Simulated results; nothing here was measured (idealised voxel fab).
Process module name: voxel transistor to metal
This is section cut - it's 150 nm across, gridded in 5 nm square cells.
A cross-section is written here as square cells arranged in a grid, and it is given in bands from the top down, each band taking up one or more rows of cells.
Read a band's entry like this: the first values are the height of its top and the height of its bottom in nm, and what follows is the sequence of materials from left to right, each with its width in nm. Note that "air" is empty space, and that a single material marked "all across" reaches across the band from edge to edge.
Below 0: as-received wafer, all one material; heights counted from there. Lowest band: no bottom, goes on down, written "0 nm and below".
You'd read "30->40" like this: the band's top row of cells is as wide as the first number, its bottom row is as wide as the second, and going down, every row changes width by the same amount as the row before did.
It should be understood that the words "no alteration", when stated for a given step, signify that the cross-section underwent no change in any of its cells during that step.
If an empty space has no open way to the top and is at least 8 cells in size, "Closed void entries" lists it, written width x height at distance, where distance is measured from the left edge and every value is in nm.
That trailing text on a step's line, after the settings, is the simulator's own remark on the step.
"overlay nm" answers the question of how far to the right of plan the mask lay on a step that has a mask, and when it is negative the answer is to the left.
-- Steps in the process plan
1. RECEIVE: material Si
2. CONFORMAL_DEP: material SiO2, thk nm 5
3. CONFORMAL_DEP: material SiN, thk nm 15
4. DIRECTIONAL_DEP: material aC, thk nm 15
5. PATTERN: tone cover, mask id ACTIVE, material resist, width nm 95, thk nm 30, overlay nm 0
6. DIRECTIONAL_ETCH: etch materials aC, depth nm 15
7. STRIP: etch materials resist
8. DIRECTIONAL_ETCH: etch materials SiN, depth nm 15
9. DIRECTIONAL_ETCH: etch materials SiO2, depth nm 5
10. DIRECTIONAL_ETCH: etch materials Si, depth nm 30
11. STRIP: etch materials aC
12. FILL_DEP: material SiO2, thk nm 10
13. CMP: height nm 20
14. SELECTIVE_ETCH: etch materials SiO2, depth nm 10
15. STRIP: etch materials SiN
16. SELECTIVE_ETCH: etch materials SiO2, depth nm 5
17. OXIDIZE: depth nm 5
18. DIRECTIONAL_DEP: material polySi, thk nm 25
19. DIRECTIONAL_DEP: material SiCN, thk nm 15
20. PATTERN: tone cover, mask id GATE, material resist, width nm 15, thk nm 15, overlay nm 0
21. DIRECTIONAL_ETCH: etch materials SiCN, depth nm 25
22. DIRECTIONAL_ETCH: etch materials polySi, depth nm 35
23. STRIP: etch materials resist
24. CONFORMAL_DEP: material SiN, thk nm 10
25. DIRECTIONAL_ETCH: etch materials SiN, depth nm 10
26. DIRECTIONAL_ETCH: etch materials SiO2, depth nm 5
27. EPI: material SiGe, thk nm 5
28. FILL_DEP: material SiO2, thk nm 10
29. CMP: height nm 40
30. DIRECTIONAL_DEP: material SiO2, thk nm 15
31. MASKED_ETCH: tone open, mask id CONTACT, width nm 20, pitch nm 65, etch materials SiO2, depth nm 55, overlay nm 0
32. CONFORMAL_DEP: material TiN, thk nm 5
33. FILL_DEP: material W, thk nm 10
34. CMP: height nm 55
35. CONFORMAL_DEP: material SiCN, thk nm 5
36. DIRECTIONAL_DEP: material SiO2, thk nm 25
37. DIRECTIONAL_DEP: material aC, thk nm 10
38. PATTERN: tone open, mask id METAL_1, material resist, width nm 20, pitch nm 65, thk nm 25, overlay nm 0
39. DIRECTIONAL_ETCH: etch materials aC, depth nm 10
40. STRIP: etch materials resist
41. DIRECTIONAL_ETCH: etch materials SiO2, depth nm 25
42. DIRECTIONAL_ETCH: etch materials SiCN, depth nm 5
43. STRIP: etch materials aC
44. CONFORMAL_DEP: material TiN, thk nm 5
45. FILL_DEP: material Cu, thk nm 10
46. CMP: height nm 85
47. EPI: material Ru, thk nm 5
48. FILL_DEP: material SiCN, thk nm 5
49. DIRECTIONAL_DEP: material SiO2, thk nm 25
50. PATTERN: tone open, mask id METAL_2, material resist, width nm 15, pitch nm 65, thk nm 20, overlay nm 0
51. DIRECTIONAL_ETCH: etch materials SiO2, depth nm 15
52. STRIP: etch materials resist
53. DIRECTIONAL_DEP: material aC, thk nm 10
54. PATTERN: tone open, mask id METAL_2_HOLES, material resist, width nm 15, pitch nm 65, thk nm 30, overlay nm 0
55. DIRECTIONAL_ETCH: etch materials aC, depth nm 10
56. STRIP: etch materials resist
57. DIRECTIONAL_ETCH: etch materials SiO2, depth nm 10
58. DIRECTIONAL_ETCH: etch materials SiCN, depth nm 5
59. STRIP: etch materials aC
60. CONFORMAL_DEP: material TiN, thk nm 5
61. FILL_DEP: material Cu, thk nm 5
62. CMP: height nm 120
63. CONFORMAL_DEP: material SiN, thk nm 5
Variable across wafers: step 50 width nm (plan value is that of the first wafer; starting state common to all).
-- Cross-section: the first of several wafers in its as-received state, i.e. following step 1
    0 nm and below  Si all across
    Closed void entries: none
-- First of several wafers in cross-section at module end, following the final step, step 63
    125 nm to 120 nm  SiN all across
    120 nm to 110 nm  30 nm SiO2 / 5->10 nm TiN / 10->5 nm Cu / 5 nm TiN / 45 nm SiO2 / 5->10 nm TiN / 10->5 nm Cu / 5 nm TiN / 35 nm SiO2
    110 nm to 105 nm  35 nm SiO2 / 15 nm TiN / 50 nm SiO2 / 15 nm TiN / 35 nm SiO2
    105 nm to 95 nm  35 nm SiO2 / 10 nm TiN / 55 nm SiO2 / 10 nm TiN / 40 nm SiO2
    95 nm to 90 nm  35 nm SiCN / 10 nm TiN / 55 nm SiCN / 10 nm TiN / 40 nm SiCN
    90 nm to 85 nm  25 nm SiCN / 30 nm Ru / 35 nm SiCN / 30 nm Ru / 30 nm SiCN
    85 nm to 60 nm  30 nm SiO2 / 5 nm TiN / 10 nm Cu / 5 nm TiN / 45 nm SiO2 / 5 nm TiN / 10 nm Cu / 5 nm TiN / 35 nm SiO2
    60 nm to 55 nm  30 nm SiCN / 20 nm TiN / 45 nm SiCN / 20 nm TiN / 35 nm SiCN
    55 nm to 40 nm  30 nm SiO2 / 5 nm TiN / 10 nm W / 5 nm TiN / 45 nm SiO2 / 5 nm TiN / 10 nm W / 5 nm TiN / 35 nm SiO2
    40 nm to 25 nm  30 nm SiO2 / 5 nm TiN / 10 nm W / 5 nm TiN / 5 nm SiO2 / 10 nm SiN / 15 nm SiCN / 10 nm SiN / 5 nm SiO2 / 5 nm TiN / 10 nm W / 5 nm TiN / 35 nm SiO2
    25 nm to 5 nm  30 nm SiO2 / 5 nm TiN / 10 nm W / 5 nm TiN / 5 nm SiO2 / 10 nm SiN / 15 nm polySi / 10 nm SiN / 5 nm SiO2 / 5 nm TiN / 10 nm W / 5 nm TiN / 35 nm SiO2
    5 nm to 0 nm  20 nm SiO2 / 10 nm SiN / 20 nm TiN / 5 nm SiO2 / 10 nm SiN / 15 nm polySi / 10 nm SiN / 5 nm SiO2 / 20 nm TiN / 10 nm SiN / 25 nm SiO2
    0 nm to -5 nm  30 nm SiO2 / 25 nm SiGe / 35 nm SiO2 / 25 nm SiGe / 35 nm SiO2
    -5 nm to -30 nm  25 nm SiO2 / 95 nm Si / 30 nm SiO2
    -30 nm and below  Si all across
    Closed void entries: none
-- Cross-section, last wafer, module completion
    125 nm to 120 nm  SiN all across
    120 nm to 110 nm  25 nm SiO2 / 5 nm TiN / 25 nm Cu / 5 nm TiN / 30 nm SiO2 / 5 nm TiN / 25 nm Cu / 5 nm TiN / 25 nm SiO2
    110 nm to 105 nm  25 nm SiO2 / 10 nm TiN / 5 nm Cu / 20 nm TiN / 30 nm SiO2 / 10 nm TiN / 5 nm Cu / 20 nm TiN / 25 nm SiO2
    105 nm to 95 nm  30 nm SiO2 / 5 nm TiN / 5 nm Cu / 5 nm TiN / 50 nm SiO2 / 5 nm TiN / 5 nm Cu / 5 nm TiN / 40 nm SiO2
    95 nm to 90 nm  30 nm SiCN / 15 nm TiN / 50 nm SiCN / 15 nm TiN / 40 nm SiCN
    90 nm to 85 nm  25 nm SiCN / 30 nm Ru / 35 nm SiCN / 30 nm Ru / 30 nm SiCN
    85 nm to 60 nm  30 nm SiO2 / 5 nm TiN / 10 nm Cu / 5 nm TiN / 45 nm SiO2 / 5 nm TiN / 10 nm Cu / 5 nm TiN / 35 nm SiO2
    60 nm to 55 nm  30 nm SiCN / 20 nm TiN / 45 nm SiCN / 20 nm TiN / 35 nm SiCN
    55 nm to 40 nm  30 nm SiO2 / 5 nm TiN / 10 nm W / 5 nm TiN / 45 nm SiO2 / 5 nm TiN / 10 nm W / 5 nm TiN / 35 nm SiO2
    40 nm to 25 nm  30 nm SiO2 / 5 nm TiN / 10 nm W / 5 nm TiN / 5 nm SiO2 / 10 nm SiN / 15 nm SiCN / 10 nm SiN / 5 nm SiO2 / 5 nm TiN / 10 nm W / 5 nm TiN / 35 nm SiO2
    25 nm to 5 nm  30 nm SiO2 / 5 nm TiN / 10 nm W / 5 nm TiN / 5 nm SiO2 / 10 nm SiN / 15 nm polySi / 10 nm SiN / 5 nm SiO2 / 5 nm TiN / 10 nm W / 5 nm TiN / 35 nm SiO2
    5 nm to 0 nm  20 nm SiO2 / 10 nm SiN / 20 nm TiN / 5 nm SiO2 / 10 nm SiN / 15 nm polySi / 10 nm SiN / 5 nm SiO2 / 20 nm TiN / 10 nm SiN / 25 nm SiO2
    0 nm to -5 nm  30 nm SiO2 / 25 nm SiGe / 35 nm SiO2 / 25 nm SiGe / 35 nm SiO2
    -5 nm to -30 nm  25 nm SiO2 / 95 nm Si / 30 nm SiO2
    -30 nm and below  Si all across
    Closed void entries: none
-- Tabulated below, wafer by wafer, are the end-of-module results: for each material, the number of cells gained (+) or lost (-) relative to the as-received state, followed by the closed voids
width nm 15, +26 Cu, +12 Ru, -85 Si, +75 SiCN, +10 SiGe, +66 SiN, +487 SiO2, +104 TiN, +40 W, +15 polySi, Closed void entries: none
width nm 20, +34 Cu, +12 Ru, -85 Si, +73 SiCN, +10 SiGe, +66 SiN, +481 SiO2, +104 TiN, +40 W, +15 polySi, Closed void entries: none
width nm 25, +38 Cu, +12 Ru, -85 Si, +73 SiCN, +10 SiGe, +66 SiN, +475 SiO2, +106 TiN, +40 W, +15 polySi, Closed void entries: none
width nm 30, +42 Cu, +12 Ru, -85 Si, +73 SiCN, +10 SiGe, +66 SiN, +469 SiO2, +108 TiN, +40 W, +15 polySi, Closed void entries: none
width nm 35, +46 Cu, +12 Ru, -85 Si, +73 SiCN, +10 SiGe, +66 SiN, +463 SiO2, +110 TiN, +40 W, +15 polySi, Closed void entries: none
